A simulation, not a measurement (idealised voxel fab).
Documented hereafter: the process module known as voxel transistor to metal.
Xsec cut, 160 nm wide, square cell size 5 nm.
Cross-sections here: square-cell grids, written as top-down lists of bands, a band being one or more rows of cells.
Basically the band line says how high the top is and how high the bottom is, in nm, and then what's in it from left to right, every material with its width in nm. Empty space shows up as "blank", and if a single material carries "edge to edge" it runs the full band edge to edge.
A quick word on heights: they are counted from 0, and under that level the wafer as it came to us is one material throughout. The lowest band is different from the rest in having no bottom; it simply continues downward, written as in "0..down".
Width spec "30..40" -> top row of cells at first value, bottom row at second value, equal per-row change in between.
Take "left unchanged" at face value: in the step it is given for, the cross-section changed in none of its cells.
"Completely enclosed voids" means: voids of 8 cells or more that are shut off from the top with no open way through. Written width x height at distance, distance from the left edge, in nm.
Anything after a step's settings on that line? It's the simulator's own note about the step.
Among the settings permitted on a step's line is "overlay nm"; applied to a step with a mask, it specifies the extent to which the mask lay to the right of its planned position, whereas a negative figure signifies a position to the left.
# Set out below are the planned steps of the process
| 1 | RECEIVE,material Si |
| 2 | OXIDIZE,depth nm 5 |
| 3 | CONFORMAL_DEP,material SiN,thk nm 15 |
| 4 | DIRECTIONAL_DEP,material aC,thk nm 10 |
| 5 | PATTERN,tone cover,mask id ACTIVE,material resist,width nm 125,thk nm 30,overlay nm 0 |
| 6 | DIRECTIONAL_ETCH,etch materials aC,depth nm 10 |
| 7 | STRIP,etch materials resist |
| 8 | DIRECTIONAL_ETCH,etch materials SiN,depth nm 15 |
| 9 | DIRECTIONAL_ETCH,etch materials SiO2,depth nm 5 |
| 10 | DIRECTIONAL_ETCH,etch materials Si,depth nm 30 |
| 11 | STRIP,etch materials aC |
| 12 | OXIDIZE,depth nm 5 |
| 13 | FILL_DEP,material SiO2,thk nm 15 |
| 14 | CMP,height nm 15 |
| 15 | SELECTIVE_ETCH,etch materials SiO2,depth nm 10 |
| 16 | STRIP,etch materials SiN |
| 17 | SELECTIVE_ETCH,etch materials SiO2,depth nm 5 |
| 18 | OXIDIZE,depth nm 5 |
| 19 | DIRECTIONAL_DEP,material polySi,thk nm 20 |
| 20 | DIRECTIONAL_DEP,material SiCN,thk nm 10 |
| 21 | DIRECTIONAL_DEP,material aC,thk nm 10 |
| 22 | PATTERN,tone cover,mask id GATE,material resist,width nm 25,thk nm 30,overlay nm 0 |
| 23 | DIRECTIONAL_ETCH,etch materials aC,depth nm 10 |
| 24 | STRIP,etch materials resist |
| 25 | DIRECTIONAL_ETCH,etch materials SiCN,depth nm 20 |
| 26 | DIRECTIONAL_ETCH,etch materials polySi,depth nm 30 |
| 27 | STRIP,etch materials aC |
| 28 | CONFORMAL_DEP,material SiO2,thk nm 5 |
| 29 | DIRECTIONAL_ETCH,etch materials SiO2,depth nm 5 |
| 30 | CONFORMAL_DEP,material SiN,thk nm 5 |
| 31 | DIRECTIONAL_ETCH,etch materials SiN,depth nm 5 |
| 32 | DIRECTIONAL_ETCH,etch materials SiO2,depth nm 5 |
| 33 | DIRECTIONAL_ETCH,etch materials Si,depth nm 5 |
| 34 | EPI,material nSi,thk nm 5 |
| 35 | FILL_DEP,material SiO2,thk nm 10 |
| 36 | CMP,height nm 25 |
| 37 | DIRECTIONAL_DEP,material SiO2,thk nm 15 |
| 38 | MASKED_ETCH,tone open,mask id CONTACT,width nm 20,pitch nm 85,etch materials SiO2,depth nm 50,overlay nm 0 |
| 39 | CONFORMAL_DEP,material TiN,thk nm 5 |
| 40 | FILL_DEP,material Ru,thk nm 5 |
| 41 | CMP,height nm 40 |
| 42 | DIRECTIONAL_DEP,material TiN,thk nm 5 |
| 43 | DIRECTIONAL_DEP,material Ru,thk nm 20 |
| 44 | PATTERN,tone cover,mask id METAL_1,material resist,width nm 20,pitch nm 85,thk nm 20,overlay nm 0 |
| 45 | DIRECTIONAL_ETCH,etch materials Ru,depth nm 20 |
| 46 | DIRECTIONAL_ETCH,etch materials TiN,depth nm 5 |
| 47 | STRIP,etch materials resist |
| 48 | CONFORMAL_DEP,material SiN,thk nm 5 |
| 49 | FILL_DEP,material SiO2,thk nm 10 |
| 50 | CMP,height nm 65 |
| 51 | CONFORMAL_DEP,material SiCN,thk nm 5 |
# This is the cross-section of the wafer as we received it, i.e. after step 1
> 0..down | Si edge to edge
> Completely enclosed voids: none
# End-of-module cross-section. Starting structure and process plan as above; one mistake made in running it
> 70..65 | SiCN edge to edge
> 65..45 | SiO2: 20 | SiN: 5 | Ru: 20 | SiN: 5 | SiO2: 55 | SiN: 5 | Ru: 20 | SiN: 5 | SiO2: 25
> 45..40 | SiN: 25 | TiN: 20 | SiN: 65 | TiN: 20 | SiN: 30
> 40..25 | SiO2: 25 | TiN: 5 | Ru: 10 | TiN: 5 | SiO2: 65 | TiN: 5 | Ru: 10 | TiN: 5 | SiO2: 30
> 25..15 | SiO2: 25 | TiN: 5 | Ru: 10 | TiN: 5 | SiO2: 10 | SiN: 5 | SiO2: 5 | SiCN: 25 | SiO2: 5 | SiN: 5 | SiO2: 10 | TiN: 5 | Ru: 10 | TiN: 5 | SiO2: 30
> 15..0 | SiO2: 25 | TiN: 5 | Ru: 10 | TiN: 5 | SiO2: 10 | SiN: 5 | SiO2: 5 | polySi: 25 | SiO2: 5 | SiN: 5 | SiO2: 10 | TiN: 5 | Ru: 10 | TiN: 5 | SiO2: 30
> 0..-5 | SiO2: 15 | SiN: 5 | SiO2: 5 | TiN: 5 | Ru: 10 | TiN: 5 | SiO2: 10 | SiN: 5 | SiO2: 5 | polySi: 25 | SiO2: 5 | SiN: 5 | SiO2: 10 | TiN: 5 | Ru: 10 | TiN: 5 | SiO2: 5 | SiN: 5 | SiO2: 20
> -5..-10 | SiO2: 25 | TiN: 20 | SiO2: 5 | nSi: 5 | SiO2: 45 | nSi: 5 | SiO2: 5 | TiN: 20 | SiO2: 30
> -10..-15 | SiO2: 20 | nSi: 35 | Si: 45 | nSi: 35 | SiO2: 25
> -15..-70 | SiO2: 20 | Si: 115 | SiO2: 25
> -70..down | Si edge to edge
> Completely enclosed voids: none
Finding, execution versus plan: the plan had its step 10 run twice
